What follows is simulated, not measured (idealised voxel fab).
process module | voxel lift off
FYI the section here is cut, 250 nm wide, cells are 5 nm squares.
Heads up, the way a cross-section reads in here is a grid of square cells, handed over as bands from the top down, with every band being one or more rows of cells. What a band's entry tells you: where the top is and where the bottom is, as heights in nm, and after that what lies inside, material by material from left to right, each with its width in nm. Empty space is written as the word "air", and a single material marked with the word "all across" occupies the band from edge to edge. Note: height 0 marks the level under which the wafer is uniformly one material as received. Lowest band unbounded below, written "top 0, no bottom". So if you see something like "30->40" for the width, read it as the top row of the band sitting at the first number and the bottom row at the second, with every row in between moving by the same amount as the last. "all unchanged" for a step: no cell of the cross-section changed in that step. "Trapped voids" - sealed voids, min. 8 cells, no opening to top; format: width x height at distance (distance from left edge; nm throughout). If you see something after the settings on a step's line, that's the simulator's own remark about that step. overlay nm: mask right of planned place by this much (step with mask). Neg. = left.

Below is the list of planned process steps
1. RECEIVE: material Si
2. CONFORMAL_DEP: material SiO2, thk nm 15
3. PATTERN: tone open, mask id LINES, material resist, width nm 15, pitch nm 30, thk nm 25, overlay nm -15
4. DIRECTIONAL_DEP: material Ru, thk nm 15
5. STRIP: etch materials resist
6. CONFORMAL_DEP: material SiCN, thk nm 5
Wafers differ in overlay nm at step 3; plan lists the first wafer's value; identical starting state.

Cross-section, first of several wafers, as delivered after step 1
> top 0, no bottom  Si all across
> Trapped voids: none

Cross-section after step 6, the final step of the module, for the first of several wafers
> top 35, bottom 30  65 air  25 SiCN  5 air  25 SiCN  5 air  25 SiCN  100 air
> top 30, bottom 20  65 air  5 SiCN  15 Ru  5 SiCN  5 air  5 SiCN  15 Ru  5 SiCN  5 air  5 SiCN  15 Ru  5 SiCN  100 air
> top 20, bottom 15  70 SiCN  15 Ru  15 SiCN  15 Ru  15 SiCN  15 Ru  105 SiCN
> top 15, bottom 0  SiO2 all across
> top 0, no bottom  Si all across
> Trapped voids: none

Of the several wafers, the last: cross-section at the end of the module
> top 35, bottom 30  95 air  25 SiCN  5 air  25 SiCN  5 air  25 SiCN  70 air
> top 30, bottom 20  95 air  5 SiCN  15 Ru  5 SiCN  5 air  5 SiCN  15 Ru  5 SiCN  5 air  5 SiCN  15 Ru  5 SiCN  70 air
> top 20, bottom 15  100 SiCN  15 Ru  15 SiCN  15 Ru  15 SiCN  15 Ru  75 SiCN
> top 15, bottom 0  SiO2 all across
> top 0, no bottom  Si all across
> Trapped voids: none

each wafer at the end: cells of each material gained (+) or lost (-) since it was received, then its closed voids
overlay nm -15; +27 Ru; +68 SiCN; +150 SiO2; Trapped voids: none
overlay nm -10; +27 Ru; +68 SiCN; +150 SiO2; Trapped voids: none
overlay nm -5; +27 Ru; +68 SiCN; +150 SiO2; Trapped voids: none
overlay nm 0; +27 Ru; +68 SiCN; +150 SiO2; Trapped voids: none
overlay nm 5; +27 Ru; +68 SiCN; +150 SiO2; Trapped voids: none
overlay nm 10; +27 Ru; +68 SiCN; +150 SiO2; Trapped voids: none
overlay nm 15; +27 Ru; +68 SiCN; +150 SiO2; Trapped voids: none
